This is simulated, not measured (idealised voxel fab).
Proc. module: voxel tone inversion
The cross-section on display is named cut; it measures 210 nm wide, and its cells are 5 nm squares.
Cross-section format: a grid of square cells, given as bands from top to bottom; each band is one or more rows of cells.
What a band's entry tells you: where the top is and where the bottom is, as heights in nm, and after that what lies inside, material by material from left to right, each with its width in nm. Empty space is written as the word "air", and a single material marked with the word "full width" occupies the band from edge to edge.
Heights from 0 (as-received wafer is one material below). Bottom band endless downward, as "from 0 down".
The expression "30 to 40" gives the width at the extremes of the band, the first number at its top row of cells and the second at its bottom row, with the width changing by equal amounts from each row to the next in between.
Take "changes: none" at face value: in the step it is given for, the cross-section changed in none of its cells.
"Unvented voids": sealed empty spaces, 8 cells or more, no open way to top, listed width x height at distance, with distance from the left edge and width, height and distance in nm.
Read whatever lies past the settings on a step's line as the simulator's own remark about the step.
When a step includes a mask, the "overlay nm" setting on its line states how far to the right of its planned place that mask lay, and negative values state how far to the left.
Below is the list of planned process steps
1 RECEIVE | material Si
2 CONFORMAL_DEP | material SiN | thk nm 10
3 DIRECTIONAL_DEP | material aC | thk nm 25
4 PATTERN | tone cover | mask id POSTS | material resist | width nm 20 | pitch nm 40 | thk nm 30 | overlay nm 0
5 DIRECTIONAL_ETCH | etch materials aC | depth nm 25
6 STRIP | etch materials resist
7 FILL_DEP | material lowk | thk nm 10
8 CMP | height nm 35
9 STRIP | etch materials aC
10 CONFORMAL_DEP | material TiN | thk nm 5
11 FILL_DEP | material W | thk nm 5
12 CMP | height nm 35
13 CONFORMAL_DEP | material SiCN | thk nm 5
First wafer out of two, processed as planned
As received (post step 1): cross-section
* from 0 down | Si full width
* Unvented voids: none
After step 2
* from 10 to 0 | SiN full width
* Everything under 0 stays put, no change at all.
After step 3
* from 35 to 10 | aC full width
* Everything under 10 stays put, no change at all.
After step 4
* from 65 to 35 | 75 air, 20 resist, 20 air, 20 resist, 75 air
* Everything under 35 stays put, no change at all.
After step 5
* from 40 to 35 | 75 air, 20 resist, 20 air, 20 resist, 75 air
* from 35 to 10 | 75 air, 20 aC, 20 air, 20 aC, 75 air
* Everything under 10 stays put, no change at all.
After step 6
* from 35 to 10 | 75 air, 20 aC, 20 air, 20 aC, 75 air
* Everything under 10 stays put, no change at all.
After step 7
* from 45 to 35 | lowk full width
* from 35 to 10 | 75 lowk, 20 aC, 20 lowk, 20 aC, 75 lowk
* Everything under 10 stays put, no change at all.
After step 8
* from 35 to 10 | 75 lowk, 20 aC, 20 lowk, 20 aC, 75 lowk
* Everything under 10 stays put, no change at all.
After step 9
* from 35 to 10 | 75 lowk, 20 air, 20 lowk, 20 air, 75 lowk
* Everything under 10 stays put, no change at all.
After step 10
* from 40 to 35 | 80 TiN, 10 air, 30 TiN, 10 air, 80 TiN
* from 35 to 15 | 75 lowk, 5 TiN, 10 air, 5 TiN, 20 lowk, 5 TiN, 10 air, 5 TiN, 75 lowk
* from 15 to 10 | 75 lowk, 20 TiN, 20 lowk, 20 TiN, 75 lowk
* Everything under 10 stays put, no change at all.
After step 11
* from 45 to 40 | W full width
* from 40 to 35 | 80 TiN, 10 W, 30 TiN, 10 W, 80 TiN
* from 35 to 15 | 75 lowk, 5 TiN, 10 W, 5 TiN, 20 lowk, 5 TiN, 10 W, 5 TiN, 75 lowk
* Everything under 15 stays put, no change at all.
After step 12
* from 35 to 15 | 75 lowk, 5 TiN, 10 W, 5 TiN, 20 lowk, 5 TiN, 10 W, 5 TiN, 75 lowk
* Everything under 15 stays put, no change at all.
After step 13
* from 40 to 35 | SiCN full width
* Everything under 35 stays put, no change at all.
Second of two: same start, same plan, one run error; steps up to and including 1 match the first
Second wafer, cut view, end of step 2 per plan
* from 25 to 0 | aC full width
* Everything under 0 stays put, no change at all.
Second wafer, cut view, end of step 3 per plan
* from 35 to 25 | SiN full width
* Everything under 25 stays put, no change at all.
Second wafer, cut view, end of step 4 per plan
* from 65 to 35 | 75 air, 20 resist, 20 air, 20 resist, 75 air
* Everything under 35 stays put, no change at all.
Second wafer, cut view, end of step 5 per plan
* from 40 to 35 | 75 air, 20 resist, 20 air, 20 resist, 75 air
* Everything under 35 stays put, no change at all.
Second wafer, cut view, end of step 6 per plan
* from 35 to 25 | SiN full width
* Everything under 25 stays put, no change at all.
Second wafer, cut view, end of step 7 per plan
* from 45 to 35 | lowk full width
* Everything under 35 stays put, no change at all.
Second wafer, cut view, end of step 8 per plan
* from 35 to 25 | SiN full width
* Everything under 25 stays put, no change at all.
Second wafer, cut view, end of step 9 per plan: changes: none
Second wafer, cut view, end of step 10 per plan
* from 40 to 35 | TiN full width
* Everything under 35 stays put, no change at all.
Second wafer, cut view, end of step 11 per plan
* from 45 to 40 | W full width
* Everything under 40 stays put, no change at all.
Second wafer, cut view, end of step 12 per plan
* from 35 to 25 | SiN full width
* Everything under 25 stays put, no change at all.
Second wafer, cut view, end of step 13 per plan
* from 40 to 35 | SiCN full width
* Everything under 35 stays put, no change at all.
The mistake made against the process plan was this: deviation from plan: step 3 and step 2 executed in one another's positions
Once processing is complete, comparing cell counts shows that the second wafer has more or fewer of certain materials than the first: TiN: 24 fewer, W: 16 fewer, aC: 210 more, lowk: 170 fewer
